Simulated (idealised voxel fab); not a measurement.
process module | voxel self aligned contacts
cross-section cut | 180 nm wide | cells 5 nm
A cross-section is a grid of square cells, given in bands from the top down. A band is one or more rows of cells.
Each band's line starts with the height of the band's top and of its bottom, in nm. Then come its materials from left to right, each with its width in nm. One material with "throughout" fills the band from edge to edge. "air" is empty space.
Height 0 is the level under which the wafer as received is all one material. The lowest band goes on downwards, as in "0 down".
A width such as "30 to 40" changes by the same amount from each row of cells to the next, from the band's top row to its bottom row.
"no change" after a step means that no cell of the cross-section changed.
closed voids: empty space of 8 cells or more with no open way to the top, each as width x height at its distance from the left edge, in nm
after a step's settings: what the simulator itself notes on the step
overlay nm, on a step with a mask: how far to the right of its planned place the mask lay; to the left if negative
plan
1 op RECEIVE | material Si
2 op CONFORMAL_DEP | material SiO2 | thk nm 5
3 op DIRECTIONAL_DEP | material polySi | thk nm 20
4 op DIRECTIONAL_DEP | material SiN | thk nm 20
5 op MASKED_ETCH | tone cover | mask id GATE | width nm 30 | pitch nm 75 | etch materials SiN | depth nm 20 | overlay nm 0
6 op MASKED_ETCH | tone cover | mask id GATE | width nm 30 | pitch nm 75 | etch materials polySi | depth nm 20 | overlay nm 0
7 op CONFORMAL_DEP | material SiN | thk nm 10
8 op DIRECTIONAL_ETCH | etch materials SiN | depth nm 10
9 op FILL_DEP | material SiO2 | thk nm 10
10 op CMP | height nm 50
11 op PATTERN | tone open | mask id CONTACT | material resist | width nm 55 | thk nm 20 | overlay nm 0
12 op DIRECTIONAL_ETCH | etch materials SiO2 | depth nm 50
13 op STRIP | etch materials resist
14 op CONFORMAL_DEP | material TiN | thk nm 5
15 op FILL_DEP | material Ru | thk nm 5
16 op CMP | height nm 50
17 op CONFORMAL_DEP | material SiCN | thk nm 5
as received, after step 1
  0 down: Si throughout
  closed voids: none
a wafer at the end: this start, this plan, one mistake
  55 to 50: SiCN throughout
  50 to 45: TiN throughout
  45 to 25: TiN 25 | SiN 50 | TiN 25 | SiN 50 | TiN 30
  25 to 5: TiN 25 | SiN 10 | polySi 30 | SiN 10 | TiN 25 | SiN 10 | polySi 30 | SiN 10 | TiN 30
  5 to 0: SiO2 throughout
  0 down: Si throughout
  closed voids: none
what went wrong: step 9 ran as: op FILL_DEP | material TiN | thk nm 10
